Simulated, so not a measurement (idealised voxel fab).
A process module follows: voxel self aligned contacts.
Section shown: cut. Width: 250 nm. Cell size: 5 nm, square.
The cross-sections in this document take the form of a grid made of square cells. They are written out as bands, in order from top to bottom. Each band consists of one or more rows of cells. Basically the band line says how high the top is and how high the bottom is, in nm, and then what's in it from left to right, every material with its width in nm. Empty space shows up as "blank", and if a single material carries "edge to edge" it runs the full band edge to edge. Heads up on the height convention: 0 is the point under which the incoming wafer is all one material, and the lowest band has no bottom, it just keeps going down, like "z 0 and below". A width given as "30->40" starts at the first number in the band's top row and ends at the second number in its bottom row, shifting by an equal amount at every step from row to row. When a step is marked "nothing altered", none of the cells in the cross-section changed during that step. Basically, "Enclosed void entries" tells you about the enclosed voids: empty spaces with no open way to the top, 8 cells or bigger, each written width x height at distance, where distance is from the left edge, all in nm. The remark found on a step's line after its settings is issued by the simulator itself and pertains to that step. Each step line may optionally specify "overlay nm", which for a step with a mask gives the rightward distance between the mask's planned place and where it lay, a negative value indicating the leftward direction.

### Planned step list for the process
1. RECEIVE,material Si
2. CONFORMAL_DEP,material SiO2,thk nm 5
3. DIRECTIONAL_DEP,material polySi,thk nm 30
4. DIRECTIONAL_DEP,material SiN,thk nm 20
5. MASKED_ETCH,tone cover,mask id GATE,width nm 25,pitch nm 65,etch materials SiN,depth nm 20,overlay nm 0
6. MASKED_ETCH,tone cover,mask id GATE,width nm 25,pitch nm 65,etch materials polySi,depth nm 30,overlay nm 0
7. CONFORMAL_DEP,material SiN,thk nm 10
8. DIRECTIONAL_ETCH,etch materials SiN,depth nm 10
9. FILL_DEP,material SiO2,thk nm 15
10. CMP,height nm 60
11. PATTERN,tone open,mask id CONTACT,material resist,width nm 50,pitch nm 65,thk nm 20,overlay nm 0
12. DIRECTIONAL_ETCH,etch materials SiO2,depth nm 60
13. STRIP,etch materials resist
14. CONFORMAL_DEP,material TiN,thk nm 5
15. FILL_DEP,material W,thk nm 5
16. CMP,height nm 60
17. CONFORMAL_DEP,material SiN,thk nm 5

### First of two wafers - as planned

### Cross-section of the wafer at receipt, which is the condition after step 1
	z 0 and below  Si edge to edge
	Enclosed void entries: none

### Wafer xsec, post step 2
	z 5 to 0  SiO2 edge to edge
	Unchanged below 0.

### Wafer xsec, post step 3
	z 35 to 5  polySi edge to edge
	Unchanged below 5.

### Wafer xsec, post step 4
	z 55 to 35  SiN edge to edge
	Unchanged below 35.

### Wafer xsec, post step 5
	z 55 to 35  blank 45 nm, then SiN 25 nm, then blank 40 nm, then SiN 25 nm, then blank 40 nm, then SiN 25 nm, then blank 50 nm
	Unchanged below 35.

### Wafer xsec, post step 6
	z 55 to 35  blank 45 nm, then SiN 25 nm, then blank 40 nm, then SiN 25 nm, then blank 40 nm, then SiN 25 nm, then blank 50 nm
	z 35 to 5  blank 45 nm, then polySi 25 nm, then blank 40 nm, then polySi 25 nm, then blank 40 nm, then polySi 25 nm, then blank 50 nm
	Unchanged below 5.

### Wafer xsec, post step 7
	z 65 to 35  blank 35 nm, then SiN 45 nm, then blank 20 nm, then SiN 45 nm, then blank 20 nm, then SiN 45 nm, then blank 40 nm
	z 35 to 15  blank 35 nm, then SiN 10 nm, then polySi 25 nm, then SiN 10 nm, then blank 20 nm, then SiN 10 nm, then polySi 25 nm, then SiN 10 nm, then blank 20 nm, then SiN 10 nm, then polySi 25 nm, then SiN 10 nm, then blank 40 nm
	z 15 to 5  SiN 45 nm, then polySi 25 nm, then SiN 40 nm, then polySi 25 nm, then SiN 40 nm, then polySi 25 nm, then SiN 50 nm
	Unchanged below 5.

### Wafer xsec, post step 8
	z 55 to 35  blank 35 nm, then SiN 45 nm, then blank 20 nm, then SiN 45 nm, then blank 20 nm, then SiN 45 nm, then blank 40 nm
	z 35 to 5  blank 35 nm, then SiN 10 nm, then polySi 25 nm, then SiN 10 nm, then blank 20 nm, then SiN 10 nm, then polySi 25 nm, then SiN 10 nm, then blank 20 nm, then SiN 10 nm, then polySi 25 nm, then SiN 10 nm, then blank 40 nm
	Unchanged below 5.

### Wafer xsec, post step 9
	z 70 to 55  SiO2 edge to edge
	z 55 to 35  SiO2 35 nm, then SiN 45 nm, then SiO2 20 nm, then SiN 45 nm, then SiO2 20 nm, then SiN 45 nm, then SiO2 40 nm
	z 35 to 5  SiO2 35 nm, then SiN 10 nm, then polySi 25 nm, then SiN 10 nm, then SiO2 20 nm, then SiN 10 nm, then polySi 25 nm, then SiN 10 nm, then SiO2 20 nm, then SiN 10 nm, then polySi 25 nm, then SiN 10 nm, then SiO2 40 nm
	Unchanged below 5.

### Wafer xsec, post step 10
	z 60 to 55  SiO2 edge to edge
	Unchanged below 55.

### Wafer xsec, post step 11
	z 80 to 60  resist 65 nm, then blank 50 nm, then resist 15 nm, then blank 50 nm, then resist 70 nm
	Unchanged below 60.

### Wafer xsec, post step 12
	z 80 to 60  resist 65 nm, then blank 50 nm, then resist 15 nm, then blank 50 nm, then resist 70 nm
	z 60 to 55  SiO2 65 nm, then blank 50 nm, then SiO2 15 nm, then blank 50 nm, then SiO2 70 nm
	z 55 to 35  SiO2 35 nm, then SiN 45 nm, then blank 20 nm, then SiN 45 nm, then blank 20 nm, then SiN 45 nm, then SiO2 40 nm
	z 35 to 5  SiO2 35 nm, then SiN 10 nm, then polySi 25 nm, then SiN 10 nm, then blank 20 nm, then SiN 10 nm, then polySi 25 nm, then SiN 10 nm, then blank 20 nm, then SiN 10 nm, then polySi 25 nm, then SiN 10 nm, then SiO2 40 nm
	z 5 to 0  SiO2 80 nm, then blank 20 nm, then SiO2 45 nm, then blank 20 nm, then SiO2 85 nm
	Unchanged below 0.

### Wafer xsec, post step 13
	z 60 to 55  SiO2 65 nm, then blank 50 nm, then SiO2 15 nm, then blank 50 nm, then SiO2 70 nm
	Unchanged below 55.

### Wafer xsec, post step 14
	z 65 to 60  TiN 70 nm, then blank 40 nm, then TiN 25 nm, then blank 40 nm, then TiN 75 nm
	z 60 to 55  SiO2 65 nm, then TiN 20 nm, then blank 10 nm, then TiN 20 nm, then SiO2 15 nm, then TiN 20 nm, then blank 10 nm, then TiN 20 nm, then SiO2 70 nm
	z 55 to 35  SiO2 35 nm, then SiN 45 nm, then TiN 5 nm, then blank 10 nm, then TiN 5 nm, then SiN 45 nm, then TiN 5 nm, then blank 10 nm, then TiN 5 nm, then SiN 45 nm, then SiO2 40 nm
	z 35 to 5  SiO2 35 nm, then SiN 10 nm, then polySi 25 nm, then SiN 10 nm, then TiN 5 nm, then blank 10 nm, then TiN 5 nm, then SiN 10 nm, then polySi 25 nm, then SiN 10 nm, then TiN 5 nm, then blank 10 nm, then TiN 5 nm, then SiN 10 nm, then polySi 25 nm, then SiN 10 nm, then SiO2 40 nm
	z 5 to 0  SiO2 80 nm, then TiN 20 nm, then SiO2 45 nm, then TiN 20 nm, then SiO2 85 nm
	Unchanged below 0.

### Wafer xsec, post step 15
	z 70 to 65  W edge to edge
	z 65 to 60  TiN 70 nm, then W 40 nm, then TiN 25 nm, then W 40 nm, then TiN 75 nm
	z 60 to 55  SiO2 65 nm, then TiN 20 nm, then W 10 nm, then TiN 20 nm, then SiO2 15 nm, then TiN 20 nm, then W 10 nm, then TiN 20 nm, then SiO2 70 nm
	z 55 to 35  SiO2 35 nm, then SiN 45 nm, then TiN 5 nm, then W 10 nm, then TiN 5 nm, then SiN 45 nm, then TiN 5 nm, then W 10 nm, then TiN 5 nm, then SiN 45 nm, then SiO2 40 nm
	z 35 to 5  SiO2 35 nm, then SiN 10 nm, then polySi 25 nm, then SiN 10 nm, then TiN 5 nm, then W 10 nm, then TiN 5 nm, then SiN 10 nm, then polySi 25 nm, then SiN 10 nm, then TiN 5 nm, then W 10 nm, then TiN 5 nm, then SiN 10 nm, then polySi 25 nm, then SiN 10 nm, then SiO2 40 nm
	Unchanged below 5.

### Wafer xsec, post step 16
	z 60 to 55  SiO2 65 nm, then TiN 20 nm, then W 10 nm, then TiN 20 nm, then SiO2 15 nm, then TiN 20 nm, then W 10 nm, then TiN 20 nm, then SiO2 70 nm
	Unchanged below 55.

### Wafer xsec, post step 17
	z 65 to 60  SiN edge to edge
	Unchanged below 60.

### The Second Wafer: Common Origin and Plan, One Mistake in Execution, Identical to the First Through Step 15

### Cross-section of the second wafer at the time by which step 16 should have been completed according to the plan
	z 50 to 35  SiO2 35 nm, then SiN 45 nm, then TiN 5 nm, then W 10 nm, then TiN 5 nm, then SiN 45 nm, then TiN 5 nm, then W 10 nm, then TiN 5 nm, then SiN 45 nm, then SiO2 40 nm
	Unchanged below 35.

### Cross-section of the second wafer at the time by which step 17 should have been completed according to the plan
	z 55 to 50  SiN edge to edge
	Unchanged below 50.
Here's what went sideways: for step 16, the planned setting was not used; the step was instead run as CMP,height nm 50
Per the end-of-run cell counts, the second wafer holds more or fewer of some materials than the first: SiN: 27 fewer; SiO2: 45 fewer; TiN: 20 fewer; W: 8 fewer
